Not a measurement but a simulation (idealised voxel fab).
You're looking at the process module voxel transistor to metal.
It is cross-section cut that appears here, measuring 185 nm in width, its square cells being 5 nm in size.
Cross-section spec: square-cell grid; bands listed top down; each band is one or more rows.
Each band's line starts with the height of the band's top and of its bottom, in nm. Then come its materials from left to right, each with its width in nm. One material with "all across" fills the band from edge to edge. "empty" is empty space.
Height 0 is the level under which the wafer as received is all one material. The lowest band goes on downwards, as in "z 0 and below".
Graded width ("30 to 40"): value in top row of band = first number; value in bottom row = second number; row-to-row change constant.
You'll sometimes find "changes: none" written for a step, and that's the way of saying that nowhere in the cross-section did a cell change during that step.
"Non-vented voids" enumerates empty spaces isolated from the top, with no open way to it, that contain at least 8 cells, giving each as width x height at distance from the left edge, all three in nm.
Heads up: the bit after the settings on a step's line is the simulator's remark on that step.
overlay nm: right-of-plan distance of the mask on a masked step; negative values mean left-of-plan.
-- Process steps - plan
1,RECEIVE (material Si)
2,CONFORMAL_DEP (material SiO2; thk nm 5)
3,CONFORMAL_DEP (material SiN; thk nm 10)
4,DIRECTIONAL_DEP (material aC; thk nm 10)
5,PATTERN (tone cover; mask id ACTIVE; material resist; width nm 95; thk nm 30; overlay nm 0)
6,DIRECTIONAL_ETCH (etch materials aC; depth nm 10)
7,STRIP (etch materials resist)
8,DIRECTIONAL_ETCH (etch materials SiN; depth nm 10)
9,DIRECTIONAL_ETCH (etch materials SiO2; depth nm 5)
10,DIRECTIONAL_ETCH (etch materials Si; depth nm 25)
11,STRIP (etch materials aC)
12,FILL_DEP (material SiO2; thk nm 15)
13,CMP (height nm 15)
14,SELECTIVE_ETCH (etch materials SiO2; depth nm 5)
15,STRIP (etch materials SiN)
16,SELECTIVE_ETCH (etch materials SiO2; depth nm 5)
17,OXIDIZE (depth nm 5)
18,DIRECTIONAL_DEP (material polySi; thk nm 25)
19,DIRECTIONAL_DEP (material SiCN; thk nm 15)
20,MASKED_ETCH (tone cover; mask id GATE; width nm 25; etch materials SiCN; depth nm 25; overlay nm 0)
21,MASKED_ETCH (tone cover; mask id GATE; width nm 25; etch materials polySi; depth nm 35; overlay nm 0)
22,CONFORMAL_DEP (material SiN; thk nm 5)
23,DIRECTIONAL_ETCH (etch materials SiN; depth nm 5)
24,DIRECTIONAL_ETCH (etch materials SiO2; depth nm 5)
25,EPI (material SiGe; thk nm 5)
26,FILL_DEP (material SiO2; thk nm 10)
27,CMP (height nm 25)
28,STRIP (etch materials polySi)
29,SELECTIVE_ETCH (etch materials SiO2; depth nm 5)
30,CONFORMAL_DEP (material HfO2; thk nm 5)
31,CONFORMAL_DEP (material TiN; thk nm 5)
32,FILL_DEP (material W; thk nm 10)
33,CMP (height nm 20)
34,DIRECTIONAL_DEP (material SiO2; thk nm 15)
35,MASKED_ETCH (tone open; mask id CONTACT; width nm 15; pitch nm 70; etch materials SiO2; depth nm 35; overlay nm 0)
36,CONFORMAL_DEP (material TiN; thk nm 5)
37,FILL_DEP (material Ru; thk nm 5)
38,CMP (height nm 35)
39,DIRECTIONAL_DEP (material TiN; thk nm 5)
40,DIRECTIONAL_DEP (material Ru; thk nm 15)
41,MASKED_ETCH (tone cover; mask id METAL_1; width nm 15; pitch nm 70; etch materials Ru; depth nm 15; overlay nm 0)
42,MASKED_ETCH (tone cover; mask id METAL_1; width nm 15; pitch nm 70; etch materials TiN; depth nm 5; overlay nm 0)
43,CONFORMAL_DEP (material SiCN; thk nm 5)
44,FILL_DEP (material lowk; thk nm 5)
45,CMP (height nm 55)
46,CONFORMAL_DEP (material SiCN; thk nm 5)
47,DIRECTIONAL_DEP (material lowk; thk nm 25)
48,DIRECTIONAL_DEP (material aC; thk nm 10)
49,PATTERN (tone open; mask id METAL_2; material resist; width nm 15; pitch nm 70; thk nm 30; overlay nm 0)
50,DIRECTIONAL_ETCH (etch materials aC; depth nm 10)
51,STRIP (etch materials resist)
52,DIRECTIONAL_ETCH (etch materials lowk; depth nm 15)
53,STRIP (etch materials aC)
54,MASKED_ETCH (tone open; mask id METAL_2_HOLES; width nm 15; pitch nm 70; etch materials lowk; depth nm 10; overlay nm 0)
55,MASKED_ETCH (tone open; mask id METAL_2_HOLES; width nm 15; pitch nm 70; etch materials SiCN; depth nm 5; overlay nm 0)
56,CONFORMAL_DEP (material TiN; thk nm 5)
57,FILL_DEP (material Cu; thk nm 5)
58,CMP (height nm 85)
59,CONFORMAL_DEP (material SiCN; thk nm 5)
-- Shown in cross-section is the wafer as received, that is, as it stands after step 1
z 0 and below = Si all across
Non-vented voids: none
-- Wafer cross-section at module end: first of two, run to plan
z 90 to 85 = SiCN all across
z 85 to 60 = 50 lowk | 5 TiN | 5 Cu | 5 TiN | 55 lowk | 5 TiN | 5 Cu | 5 TiN | 50 lowk
z 60 to 55 = 50 SiCN | 15 TiN | 55 SiCN | 15 TiN | 50 SiCN
z 55 to 40 = 45 lowk | 5 SiCN | 15 Ru | 5 SiCN | 45 lowk | 5 SiCN | 15 Ru | 5 SiCN | 45 lowk
z 40 to 35 = 50 SiCN | 15 TiN | 55 SiCN | 15 TiN | 50 SiCN
z 35 to 20 = 50 SiO2 | 5 TiN | 5 Ru | 5 TiN | 55 SiO2 | 5 TiN | 5 Ru | 5 TiN | 50 SiO2
z 20 to 5 = 50 SiO2 | 5 TiN | 5 Ru | 5 TiN | 10 SiO2 | 5 SiN | 5 HfO2 | 5 TiN | 5 W | 5 TiN | 5 HfO2 | 5 SiN | 10 SiO2 | 5 TiN | 5 Ru | 5 TiN | 50 SiO2
z 5 to 0 = 40 SiO2 | 5 SiN | 5 SiO2 | 15 TiN | 10 SiO2 | 5 SiN | 5 HfO2 | 15 TiN | 5 HfO2 | 5 SiN | 10 SiO2 | 15 TiN | 5 SiO2 | 5 SiN | 40 SiO2
z 0 to -5 = 45 SiO2 | 30 SiGe | 35 HfO2 | 30 SiGe | 45 SiO2
z -5 to -25 = 45 SiO2 | 95 Si | 45 SiO2
z -25 and below = Si all across
Non-vented voids: none
-- Cross-section at end of module for the second wafer of two, which matched the first in starting point and plan and differed by one mistake in its processing
z 90 to 85 = SiCN all across
z 85 to 75 = 50 lowk | 5 TiN | 10 to 5 Cu | 5 to 10 TiN | 50 lowk | 5 TiN | 10 to 5 Cu | 5 to 10 TiN | 45 lowk
z 75 to 60 = 50 lowk | 5 TiN | 5 Cu | 5 TiN | 55 lowk | 5 TiN | 5 Cu | 5 TiN | 50 lowk
z 60 to 55 = 50 SiCN | 15 TiN | 55 SiCN | 15 TiN | 50 SiCN
z 55 to 40 = 45 lowk | 5 SiCN | 15 Ru | 5 SiCN | 45 lowk | 5 SiCN | 15 Ru | 5 SiCN | 45 lowk
z 40 to 35 = 50 SiCN | 15 TiN | 55 SiCN | 15 TiN | 50 SiCN
z 35 to 20 = 50 SiO2 | 5 TiN | 5 Ru | 5 TiN | 55 SiO2 | 5 TiN | 5 Ru | 5 TiN | 50 SiO2
z 20 to 5 = 50 SiO2 | 5 TiN | 5 Ru | 5 TiN | 10 SiO2 | 5 SiN | 5 HfO2 | 5 TiN | 5 W | 5 TiN | 5 HfO2 | 5 SiN | 10 SiO2 | 5 TiN | 5 Ru | 5 TiN | 50 SiO2
z 5 to 0 = 40 SiO2 | 5 SiN | 5 SiO2 | 15 TiN | 10 SiO2 | 5 SiN | 5 HfO2 | 15 TiN | 5 HfO2 | 5 SiN | 10 SiO2 | 15 TiN | 5 SiO2 | 5 SiN | 40 SiO2
z 0 to -5 = 45 SiO2 | 30 SiGe | 35 HfO2 | 30 SiGe | 45 SiO2
z -5 to -25 = 45 SiO2 | 95 Si | 45 SiO2
z -25 and below = Si all across
Non-vented voids: none
Deviation from plan: planned and actual differ for step 54; actual: MASKED_ETCH (tone open; mask id METAL_2_HOLES; width nm 20; pitch nm 70; etch materials lowk; depth nm 10; overlay nm 0)
The second wafer ends with more or fewer cells of some materials than the first, per final count: Cu +2 | TiN +2 | lowk -4
